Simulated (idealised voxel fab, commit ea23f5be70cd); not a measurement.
Module name: voxel released beams (process module)
Cross-section cut: width 280 nm, square cells of 5 nm.
Cross-sections here: square-cell grids, written as top-down lists of bands, a band being one or more rows of cells. Top, bottom (nm), then materials left to right with widths (nm); lone material tagged "everywhere" fills the whole band edge to edge; "empty" = empty space. For the purposes of this specification, 0 denotes the height below which the wafer in its as-received condition is composed wholly of one material, and the lowermost band, lacking a lower limit, extends downward without end, as expressed in "top 0, no bottom". So if you see something like "30->40" for the width, read it as the top row of the band sitting at the first number and the bottom row at the second, with every row in between moving by the same amount as the last. Take "nothing changed" at face value: in the step it is given for, the cross-section changed in none of its cells. The entry titled "Completely sealed voids" provides the empty spaces that have no open way to the top, restricted to those of 8 cells or more. Each is presented as width x height at distance, the distance being measured from the left edge, with all three in nm. Where a step's line continues beyond its settings, the continuation is a remark by the simulator itself on that step. "overlay nm" on a masked step: distance the mask lay right of its planned place, negative for left.

-- Planned step list for the process
1. op RECEIVE | material Si
2. op CONFORMAL_DEP | material SiN | thk nm 10
3. op DIRECTIONAL_DEP | material SiO2 | thk nm 15
4. op MASKED_ETCH | tone open | mask id ANCHOR | width nm 30 | etch materials SiO2 | depth nm 15 | overlay nm 0
5. op CONFORMAL_DEP | material W | thk nm 10
6. op DIRECTIONAL_DEP | material aC | thk nm 10
7. op PATTERN | tone cover | mask id BEAM | material resist | width nm 85 | thk nm 30 | overlay nm 0
8. op DIRECTIONAL_ETCH | etch materials aC | depth nm 10
9. op STRIP | etch materials resist
10. op DIRECTIONAL_ETCH | etch materials W | depth nm 10
11. op STRIP | etch materials aC
12. op STRIP | etch materials SiO2

-- Step 1 complete: cross-section of the wafer as received
- top 0, no bottom | Si everywhere
- Completely sealed voids: none

-- Cross-sectional image of the first of two wafers at the end of the module, the run having proceeded as planned
- top 35, bottom 25 | empty 95 nm | W 15 nm | empty 10 nm | W 60 nm | empty 100 nm
- top 25, bottom 20 | empty 100 nm | W 10 nm | empty 10 nm | W 10 nm | empty 150 nm
- top 20, bottom 10 | empty 100 nm | W 30 nm | empty 150 nm
- top 10, bottom 0 | SiN everywhere
- top 0, no bottom | Si everywhere
- Completely sealed voids: none

-- This cross-section belongs to the second wafer of two at the end of the module; the start and the plan were shared with the first, and the run included one mistake
- top 30, bottom 20 | empty 95 nm | W 15 nm | empty 10 nm | W 60 nm | empty 100 nm
- top 20, bottom 10 | empty 100 nm | W 30 nm | empty 150 nm
- top 10, bottom 0 | SiN everywhere
- top 0, no bottom | Si everywhere
- Completely sealed voids: none
Processing error: step 3 was not run as planned; what actually ran was op DIRECTIONAL_DEP | material SiO2 | thk nm 10
Final tally in cells, some materials are higher or lower on the second wafer than on the first: W: 4 fewer
